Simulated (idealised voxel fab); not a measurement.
Herein follows the process module entitled voxel fin reveal.
The figure presents cross-section cut, which has a width of 190 nm and is divided into square cells with an edge length of 5 nm.
If you're reading a cross-section in this doc, picture square cells in a grid; it comes to you as bands, top ones listed first down to the bottom, and a band can be one or more rows of cells. Basically the band line says how high the top is and how high the bottom is, in nm, and then what's in it from left to right, every material with its width in nm. Empty space shows up as "blank", and if a single material carries "throughout" it runs the full band edge to edge. The level at which height equals 0 is the one under which the wafer, as it arrives, is entirely one material. No lower edge exists for the bottom band, which continues downward and is notated as in "0 and below". So if you see something like "30..40" for the width, read it as the top row of the band sitting at the first number and the bottom row at the second, with every row in between moving by the same amount as the last. Where a step carries "nothing changed", the cross-section came out of it unchanged, cell for cell. "Enclosed cavities" contains a list of empty spaces, each no smaller than 8 cells and without an open way to the top, written in the form width x height at distance with the distance from the left edge and all three in nm. Note: text after step settings on the step line = simulator remark on that step. The "overlay nm" setting may appear on a step's line; for a step that uses a mask, it gives how far to the right of its planned position the mask lay, and a negative value indicates the left.

## Planned step list for the process
1,RECEIVE: material Si
2,CONFORMAL_DEP: material SiN, thk nm 5
3,MASKED_ETCH: tone cover, mask id FINS, width nm 15, pitch nm 40, etch materials SiN, depth nm 5, overlay nm 0
4,MASKED_ETCH: tone cover, mask id FINS, width nm 15, pitch nm 40, etch materials Si, depth nm 35, overlay nm 0
5,OXIDIZE: depth nm 5
6,FILL_DEP: material SiO2, thk nm 15
7,CMP: height nm 5
8,SELECTIVE_ETCH: etch materials SiO2, depth nm 15
9,STRIP: etch materials SiN

## Received-state cross-section, reflecting completion of step 1
- 0 and below = Si throughout
- Enclosed cavities: none

## Here's the cross-section of the first of our two wafers at the end of the module - it ran as planned
- 0 down to -10 = 30 blank / 5 Si / 35 blank / 5 Si / 35 blank / 5 Si / 35 blank / 5 Si / 35 blank
- -10 down to -40 = 30 SiO2 / 5 Si / 35 SiO2 / 5 Si / 35 SiO2 / 5 Si / 35 SiO2 / 5 Si / 35 SiO2
- -40 and below = Si throughout
- Enclosed cavities: none

## Cross-section, wafer two of two, end of module: same start and plan as wafer one, one error in execution
- 0 down to -10 = 30 blank / 5 Si / 35 blank / 5 Si / 35 blank / 5 Si / 35 blank / 5 Si / 35 blank
- -10 down to -45 = 30 SiO2 / 5 Si / 35 SiO2 / 5 Si / 35 SiO2 / 5 Si / 35 SiO2 / 5 Si / 35 SiO2
- -45 and below = Si throughout
- Enclosed cavities: none
what went wrong: step 4: run off-plan, actual operation and settings MASKED_ETCH: tone cover, mask id FINS, width nm 15, pitch nm 40, etch materials Si, depth nm 40, overlay nm 0
Per the end-of-run cell counts, the second wafer holds more or fewer of some materials than the first: Si: 34 fewer; SiO2: 34 more
